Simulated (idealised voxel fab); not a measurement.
Process module, titled voxel air gaps
Xsec cut, 175 nm wide, square cell size 5 nm.
In this document a cross-section is written as a grid of square cells. It is given as a series of bands, listed from the top down, and a band is one or more rows of cells. The entry gives the band's vertical extent as a top height and a bottom height in nm, then its horizontal make-up as materials from left to right, each with a width in nm. "blank" stands for empty space; a single material marked "edge to edge" fills the band edge to edge. All heights in this document are referenced to 0, defined as the level beneath which the wafer, as received, consists entirely of one material. The lowest band is not bounded below; it extends indefinitely downward and is written in the form "0..down". When a width is written as two numbers, as in "30 to 40", the first number is the width in the top row of cells of the band and the second is the width in its bottom row, and the width changes by the same amount from each row to the next. What does "nothing altered" mean for a step? It means no cell of the cross-section changed in that step. The entry titled "Closed void listing" provides the empty spaces that have no open way to the top, restricted to those of 8 cells or more. Each is presented as width x height at distance, the distance being measured from the left edge, with all three in nm. Step line, after settings: the simulator's comment on this step. overlay nm: mask right of planned place by this much (step with mask). Neg. = left.

-- plan
| 1 | RECEIVE | material Si |
| 2 | CONFORMAL_DEP | material SiO2 | thk nm 15 |
| 3 | CONFORMAL_DEP | material SiCN | thk nm 5 |
| 4 | DIRECTIONAL_DEP | material SiO2 | thk nm 30 |
| 5 | MASKED_ETCH | tone open | mask id LINES | width nm 20 | pitch nm 45 | etch materials SiO2 | depth nm 30 | overlay nm 0 |
| 6 | CONFORMAL_DEP | material TiN | thk nm 5 |
| 7 | FILL_DEP | material Cu | thk nm 10 |
| 8 | CMP | height nm 50 |
| 9 | EPI | material Ru | thk nm 10 |
| 10 | SELECTIVE_ETCH | etch materials SiO2 | depth nm 40 |
| 11 | CONFORMAL_DEP | material SiCN | thk nm 5 |

-- Shown in cross-section is the wafer as received, that is, as it stands after step 1
* 0..down  Si edge to edge
* Closed void listing: none

-- Run as planned - first of the two wafers cross-sectioned at the end of the module
* 65..60  blank=15 / SiCN=140 / blank=20
* 60..50  blank=15 / SiCN=5 / Ru=40 / SiCN=5 / Ru=40 / SiCN=5 / Ru=40 / SiCN=5 / blank=20
* 50..45  blank=15 / SiCN=15 / TiN=5 / Cu=10 / TiN=5 / SiCN=25 / TiN=5 / Cu=10 / TiN=5 / SiCN=25 / TiN=5 / Cu=10 / TiN=5 / SiCN=15 / blank=20
* 45..25  blank=25 / SiCN=5 / TiN=5 / Cu=10 / TiN=5 / SiCN=5 / blank=15 / SiCN=5 / TiN=5 / Cu=10 / TiN=5 / SiCN=5 / blank=15 / SiCN=5 / TiN=5 / Cu=10 / TiN=5 / SiCN=5 / blank=30
* 25..20  SiCN=30 / TiN=20 / SiCN=25 / TiN=20 / SiCN=25 / TiN=20 / SiCN=35
* 20..15  SiCN edge to edge
* 15..0  SiO2 edge to edge
* 0..down  Si edge to edge
* Closed void listing: 15 x 20 at 55; 15 x 20 at 100

-- Here is the second of the two wafers cut open at the end of the module - same start, same plan as the first one, but we made one mistake running it
* 55..45  SiCN edge to edge
* 45..0  SiO2 edge to edge
* 0..down  Si edge to edge
* Closed void listing: none
Short version of what went wrong: plan steps 3 and 4 run swapped
Bottom line after processing is that, in cells, the second wafer is up or down on some materials versus the first: Cu -30; Ru -48; SiCN -64; SiO2 +210; TiN -42
Ultimately, the number of closed voids is 2 in the first wafer and 0 in the second wafer.
